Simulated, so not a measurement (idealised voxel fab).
process module | voxel self aligned vias
cross-section cut | 270 nm wide | cells 5 nm
A cross-section is a grid of square cells, given in bands from the top down. A band is one or more rows of cells.
Each band's line starts with the height of the band's top and of its bottom, in nm. Then come its materials from left to right, each with its width in nm. One material with "throughout" fills the band from edge to edge. "air" is empty space.
Height 0 is the level under which the wafer as received is all one material. The lowest band goes on downwards, as in "0 down".
A width such as "30 to 40" changes by the same amount from each row of cells to the next, from the band's top row to its bottom row.
"no change" after a step means that no cell of the cross-section changed.
closed voids: empty space of 8 cells or more with no open way to the top, each as width x height at its distance from the left edge, in nm
after a step's settings: what the simulator itself notes on the step
overlay nm, on a step with a mask: how far to the right of its planned place the mask lay; to the left if negative
plan
1 op RECEIVE | material Si
2 op CONFORMAL_DEP | material SiO2 | thk nm 15
3 op CONFORMAL_DEP | material SiCN | thk nm 5
4 op DIRECTIONAL_DEP | material lowk | thk nm 25
5 op MASKED_ETCH | tone open | mask id LINES | width nm 30 | pitch nm 70 | etch materials lowk | depth nm 25 | overlay nm 0
6 op CONFORMAL_DEP | material TiN | thk nm 5
7 op FILL_DEP | material W | thk nm 10
8 op CMP | height nm 45
9 op SELECTIVE_ETCH | etch materials W Ru TiN | depth nm 5
10 op FILL_DEP | material SiN | thk nm 10
11 op CMP | height nm 45
12 op DIRECTIONAL_DEP | material lowk | thk nm 15
13 op DIRECTIONAL_DEP | material aC | thk nm 15
14 op PATTERN | tone open | mask id VIAS | material resist | width nm 50 | pitch nm 70 | thk nm 30 | overlay nm 0
15 op DIRECTIONAL_ETCH | etch materials aC | depth nm 15
16 op STRIP | etch materials resist
17 op DIRECTIONAL_ETCH | etch materials lowk | depth nm 15
18 op DIRECTIONAL_ETCH | etch materials SiN | depth nm 5
19 op STRIP | etch materials aC
20 op CONFORMAL_DEP | material TiN | thk nm 5
21 op FILL_DEP | material W | thk nm 5
22 op CMP | height nm 60
23 op CONFORMAL_DEP | material SiN | thk nm 5
as received, after step 1
  0 down: Si throughout
  closed voids: none
a wafer at the end: this start, this plan, one mistake
  65 to 60: SiN throughout
  60 to 45: lowk 40 | TiN 5 | W 40 | TiN 5 | lowk 20 | TiN 5 | W 40 | TiN 5 | lowk 20 | TiN 5 | W 40 | TiN 5 | lowk 40
  45 to 40: SiN 40 | TiN 50 | SiN 20 | TiN 50 | SiN 20 | TiN 50 | SiN 40
  40 to 20: lowk 50 | TiN 5 | W 20 | TiN 5 | lowk 40 | TiN 5 | W 20 | TiN 5 | lowk 40 | TiN 5 | W 20 | TiN 5 | lowk 50
  20 to 15: lowk 50 | TiN 30 | lowk 40 | TiN 30 | lowk 40 | TiN 30 | lowk 50
  15 to 0: SiO2 throughout
  0 down: Si throughout
  closed voids: none
what went wrong: step 3 was left out
